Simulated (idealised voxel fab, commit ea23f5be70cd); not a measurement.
process module | voxel local oxidation
cross-section cut | 240 nm wide | cells 5 nm
A cross-section is a grid of square cells, given in bands from the top down. A band is one or more rows of cells.
Each band's line starts with the height of the band's top and of its bottom, in nm. Then come its materials from left to right, each with its width in nm. One material with "throughout" fills the band from edge to edge. "air" is empty space.
Height 0 is the level under which the wafer as received is all one material. The lowest band goes on downwards, as in "0 down".
A width such as "30 to 40" changes by the same amount from each row of cells to the next, from the band's top row to its bottom row.
"no change" after a step means that no cell of the cross-section changed.
closed voids: empty space of 8 cells or more with no open way to the top, each as width x height at its distance from the left edge, in nm
after a step's settings: what the simulator itself notes on the step
overlay nm, on a step with a mask: how far to the right of its planned place the mask lay; to the left if negative
plan
1 op RECEIVE | material Si
2 op CONFORMAL_DEP | material SiO2 | thk nm 5
3 op CONFORMAL_DEP | material SiN | thk nm 10
4 op PATTERN | tone cover | mask id ACTIVE | material resist | width nm 95 | thk nm 15 | overlay nm -15
5 op DIRECTIONAL_ETCH | etch materials SiN | depth nm 10
6 op STRIP | etch materials resist
7 op SELECTIVE_ETCH | etch materials SiO2 | depth nm 5
8 op OXIDIZE | depth nm 10
9 op STRIP | etch materials SiN
varied across the wafers: overlay nm of step 4. The plan shows the first wafer's value. All wafers start alike
first wafer as received, after step 1
  0 down: Si throughout
  closed voids: none
each wafer at the end: cells of each material gained (+) or lost (-) since it was received, then its closed voids
overlay nm -15 | -70 Si | +87 SiO2 | closed voids: none
overlay nm -10 | -70 Si | +87 SiO2 | closed voids: none
overlay nm -5 | -70 Si | +87 SiO2 | closed voids: none
overlay nm 0 | -70 Si | +87 SiO2 | closed voids: none
overlay nm 5 | -70 Si | +87 SiO2 | closed voids: none
overlay nm 10 | -70 Si | +87 SiO2 | closed voids: none
overlay nm 15 | -70 Si | +87 SiO2 | closed voids: none
